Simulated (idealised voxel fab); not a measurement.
Module name: voxel fin reveal (process module)
Pictured: cross-section cut, 285 nm wide, on a grid of 5 nm square cells.
Think of the cross-section as a grid of square cells. We describe it in bands, top to bottom, and each band covers one or more rows of those cells.
The band entry comprises the height of the band's top followed by the height of its bottom, expressed in nm, and subsequently the band's materials from left to right, each stated together with its width in nm. Where a single material is marked with the word "all across", that material fills the band from edge to edge. The word "blank" represents empty space.
Ref level 0: as-received wafer is one material below here. Bottom band extends down with no lower bound ("0 and below").
A width given as "30->40" starts at the first number in the band's top row and ends at the second number in its bottom row, shifting by an equal amount at every step from row to row.
The designation "nothing got changed", where it is given for a processing step, indicates that no cell of the cross-section was altered in the course of that step.
Empty spaces counting at least 8 cells and having no open way to the top are listed in "Voids, enclosed". The notation width x height at distance is used for each, the distance being from the left edge and all three values in nm.
Note: text after step settings on the step line = simulator remark on that step.
If you see "overlay nm" on a step's line and that step has a mask, it's telling you how far right of where it was planned the mask ended up; a negative number means it went left instead.
## Set out below are the planned steps of the process
1. RECEIVE (material Si)
2. CONFORMAL_DEP (material SiN; thk nm 10)
3. MASKED_ETCH (tone cover; mask id FINS; width nm 15; pitch nm 35; etch materials SiN; depth nm 10; overlay nm 0)
4. MASKED_ETCH (tone cover; mask id FINS; width nm 15; pitch nm 35; etch materials Si; depth nm 30; overlay nm 0)
5. OXIDIZE (depth nm 5)
6. FILL_DEP (material SiO2; thk nm 15)
7. CMP (height nm 10)
8. SELECTIVE_ETCH (etch materials SiO2; depth nm 30)
9. STRIP (etch materials SiN)
## Wafer cross-section on receipt, i.e. after step 1
    0 and below: Si all across
    Voids, enclosed: none
## First of two wafers, end-of-module section, run followed plan
    0 down to -20: blank=120, then Si=5, then blank=30, then Si=5, then blank=125
    -20 down to -35: SiO2=120, then Si=5, then SiO2=30, then Si=5, then SiO2=125
    -35 and below: Si all across
    Voids, enclosed: none
## So this is wafer number two of the two, cut at the end of the module - it started where the first did and had the same plan, we just got one thing wrong running it
    0 down to -5: Si=110, then blank=25, then Si=10, then blank=25, then Si=115
    -5 and below: Si all across
    Voids, enclosed: none
Diagnosis: step 3 did not use the planned setting and instead ran as MASKED_ETCH (tone open; mask id FINS; width nm 15; pitch nm 35; etch materials SiN; depth nm 10; overlay nm 0)
End of process, cell counts, second wafer against first, materials with more or fewer: +375 Si | -165 SiO2
